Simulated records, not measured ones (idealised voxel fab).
The following process module bears the name voxel self aligned vias.
cross-section cut | 300 nm wide | cells 5 nm
A cross-section in this document is a grid of square cells, and it is written down as bands, the top band listed before the ones below it; a band is made up of one or more rows of cells.
It is stipulated that each band's entry specify, in nanometres, the height of the top of the band and then that of its bottom, followed by the materials of the band in left-to-right sequence, each together with its width in nanometres. A single material marked by the word "all across" is understood to fill the band from edge to edge; the word "empty" is understood to denote empty space.
All heights in this document are referenced to 0, defined as the level beneath which the wafer, as received, consists entirely of one material. The lowest band is not bounded below; it extends indefinitely downward and is written in the form "0 nm and below".
Think of "30..40" as a width that walks from the first number to the second as you go down the band, top row to bottom row, taking equal-sized steps from row to row.
"remained the same" for a step: no cell of the cross-section changed in that step.
"Sealed-off cavities" - sealed voids, min. 8 cells, no opening to top; format: width x height at distance (distance from left edge; nm throughout).
Formally, on a step line, whatever follows the settings is a remark that the simulator itself makes on the step.
The "overlay nm" setting may appear on a step's line; for a step that uses a mask, it gives how far to the right of its planned position the mask lay, and a negative value indicates the left.
Set out below are the planned steps of the process
1. RECEIVE, material Si
2. CONFORMAL_DEP, material SiO2, thk nm 15
3. CONFORMAL_DEP, material SiCN, thk nm 5
4. DIRECTIONAL_DEP, material SiO2, thk nm 30
5. MASKED_ETCH, tone open, mask id LINES, width nm 30, pitch nm 55, etch materials SiO2, depth nm 30, overlay nm 0
6. CONFORMAL_DEP, material TiN, thk nm 5
7. FILL_DEP, material Ru, thk nm 10
8. CMP, height nm 50
9. SELECTIVE_ETCH, etch materials W Ru TiN, depth nm 10
10. FILL_DEP, material SiN, thk nm 5
11. CMP, height nm 50
12. DIRECTIONAL_DEP, material SiO2, thk nm 15
13. PATTERN, tone open, mask id VIAS, material resist, width nm 40, pitch nm 110, thk nm 20, overlay nm 0
14. DIRECTIONAL_ETCH, etch materials SiO2, depth nm 15
15. DIRECTIONAL_ETCH, etch materials SiN, depth nm 10
16. STRIP, etch materials resist
17. CONFORMAL_DEP, material TiN, thk nm 5
18. FILL_DEP, material Cu, thk nm 5
19. CMP, height nm 65
20. CONFORMAL_DEP, material SiN, thk nm 5
Cross-sectional view of the wafer in its as-received condition, corresponding to the state after step 1
- 0 nm and below | Si all across
- Sealed-off cavities: none
Looking at the first of two wafers in cross-section at end of module - ran to plan
- 70 nm to 65 nm | SiN all across
- 65 nm to 55 nm | SiO2 75 nm / TiN 5 nm / Cu 30 nm / TiN 5 nm / SiO2 70 nm / TiN 5 nm / Cu 30 nm / TiN 5 nm / SiO2 75 nm
- 55 nm to 50 nm | SiO2 75 nm / TiN 10 nm / Cu 20 nm / TiN 10 nm / SiO2 70 nm / TiN 10 nm / Cu 20 nm / TiN 10 nm / SiO2 75 nm
- 50 nm to 45 nm | SiO2 80 nm / TiN 5 nm / Cu 20 nm / TiN 5 nm / SiO2 25 nm / SiN 30 nm / SiO2 25 nm / TiN 5 nm / Cu 20 nm / TiN 5 nm / SiO2 80 nm
- 45 nm to 40 nm | SiO2 80 nm / TiN 30 nm / SiO2 25 nm / SiN 30 nm / SiO2 25 nm / TiN 30 nm / SiO2 80 nm
- 40 nm to 25 nm | SiO2 80 nm / TiN 5 nm / Ru 20 nm / TiN 5 nm / SiO2 25 nm / TiN 5 nm / Ru 20 nm / TiN 5 nm / SiO2 25 nm / TiN 5 nm / Ru 20 nm / TiN 5 nm / SiO2 80 nm
- 25 nm to 20 nm | SiO2 80 nm / TiN 30 nm / SiO2 25 nm / TiN 30 nm / SiO2 25 nm / TiN 30 nm / SiO2 80 nm
- 20 nm to 15 nm | SiCN all across
- 15 nm to 0 nm | SiO2 all across
- 0 nm and below | Si all across
- Sealed-off cavities: none
Second of two wafers, module complete, sectioned: it shares the first wafer's start and plan but was run with one mistake
- 70 nm to 65 nm | SiN all across
- 65 nm to 55 nm | SiO2 75 nm / TiN 5 nm / Cu 30 nm / TiN 5 nm / SiO2 70 nm / TiN 5 nm / Cu 30 nm / TiN 5 nm / SiO2 75 nm
- 55 nm to 50 nm | SiO2 75 nm / TiN 40 nm / SiO2 70 nm / TiN 40 nm / SiO2 75 nm
- 50 nm to 45 nm | SiCN all across
- 45 nm to 0 nm | SiO2 all across
- 0 nm and below | Si all across
- Sealed-off cavities: none
Error vs. plan: ran 3 and 4 in swapped order versus the plan
In the final state, the cell counts of the second wafer exceed or fall short of those of the first for the following materials: Cu: 16 fewer | Ru: 36 fewer | SiN: 12 fewer | SiO2: 108 more | TiN: 44 fewer
